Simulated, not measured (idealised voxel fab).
The process module presented herein is designated voxel self aligned contacts.
200 nm wide, 5 nm square cells: that's cross-section cut.
We lay out every cross-section as a grid of square cells and spell it out in bands from the top down, where one band means one or more rows of cells. In this notation a band is specified by the heights of its top and bottom, in that order and in nm, after which its materials appear from left to right, each paired with its width in nm. The word "all across" attached to a single material means that material fills the band from edge to edge; the word "air" stands for empty space. Convention: height 0 is the level below which the wafer, as received, is all one material. The lowest band does not terminate at the bottom but continues downward, represented as "0 -> down". Think of "30->40" as a width that walks from the first number to the second as you go down the band, top row to bottom row, taking equal-sized steps from row to row. Take "nothing different" at face value: in the step it is given for, the cross-section changed in none of its cells. Closed empty spaces (no open way to the top) of 8 cells or more are what "Closed void entries" lists, each as width x height at distance from the left edge, nm for all three. Anything after a step's settings on that line? It's the simulator's own note about the step. The "overlay nm" setting may appear on a step's line; for a step that uses a mask, it gives how far to the right of its planned position the mask lay, and a negative value indicates the left.
These are the steps we planned for the process:
1: RECEIVE (material Si)
2: CONFORMAL_DEP (material SiO2; thk nm 5)
3: DIRECTIONAL_DEP (material polySi; thk nm 30)
4: DIRECTIONAL_DEP (material SiN; thk nm 20)
5: DIRECTIONAL_DEP (material aC; thk nm 15)
6: PATTERN (tone cover; mask id GATE; material resist; width nm 25; pitch nm 60; thk nm 30; overlay nm 0)
7: DIRECTIONAL_ETCH (etch materials aC; depth nm 15)
8: STRIP (etch materials resist)
9: DIRECTIONAL_ETCH (etch materials SiN; depth nm 20)
10: DIRECTIONAL_ETCH (etch materials polySi; depth nm 30)
11: STRIP (etch materials aC)
12: CONFORMAL_DEP (material SiN; thk nm 10)
13: DIRECTIONAL_ETCH (etch materials SiN; depth nm 10)
14: FILL_DEP (material SiO2; thk nm 15)
15: CMP (height nm 60)
16: MASKED_ETCH (tone open; mask id CONTACT; width nm 45; etch materials SiO2; depth nm 60; overlay nm 0)
17: CONFORMAL_DEP (material TiN; thk nm 5)
18: FILL_DEP (material Ru; thk nm 5)
19: CMP (height nm 60)
20: CONFORMAL_DEP (material SiN; thk nm 5)
Wafer as received: cross-section following step 1:
* 0 -> down: Si all across
* Closed void entries: none
Run as planned - first of the two wafers cross-sectioned at the end of the module:
* 65 -> 60: SiN all across
* 60 -> 55: SiO2 75 nm; TiN 20 nm; Ru 5 nm; TiN 20 nm; SiO2 80 nm
* 55 -> 35: SiO2 45 nm; SiN 45 nm; TiN 5 nm; Ru 5 nm; TiN 5 nm; SiN 45 nm; SiO2 50 nm
* 35 -> 5: SiO2 45 nm; SiN 10 nm; polySi 25 nm; SiN 10 nm; TiN 5 nm; Ru 5 nm; TiN 5 nm; SiN 10 nm; polySi 25 nm; SiN 10 nm; SiO2 50 nm
* 5 -> 0: SiO2 90 nm; TiN 15 nm; SiO2 95 nm
* 0 -> down: Si all across
* Closed void entries: none
End-of-module cross-section of the second wafer: identical starting point and process plan to the first, with one processing mistake:
* 65 -> 60: SiN all across
* 60 -> 50: SiO2 45 nm; SiN 45 nm; TiN 5 nm; Ru 5 nm; TiN 5 nm; SiN 45 nm; SiO2 50 nm
* 50 -> 45: SiO2 45 nm; SiN 45 nm; TiN 15 nm; SiN 45 nm; SiO2 50 nm
* 45 -> 35: SiN all across
* 35 -> 5: polySi all across
* 5 -> 0: SiO2 all across
* 0 -> down: Si all across
* Closed void entries: none
Misprocessing identified: step 4 was not run as planned; what actually ran was DIRECTIONAL_DEP (material SiN; thk nm 30)
Upon completion, the second wafer contains, in terms of cells, a greater or smaller amount of certain materials than the first wafer: -9 Ru, +14 SiN, -161 SiO2, -24 TiN, +180 polySi
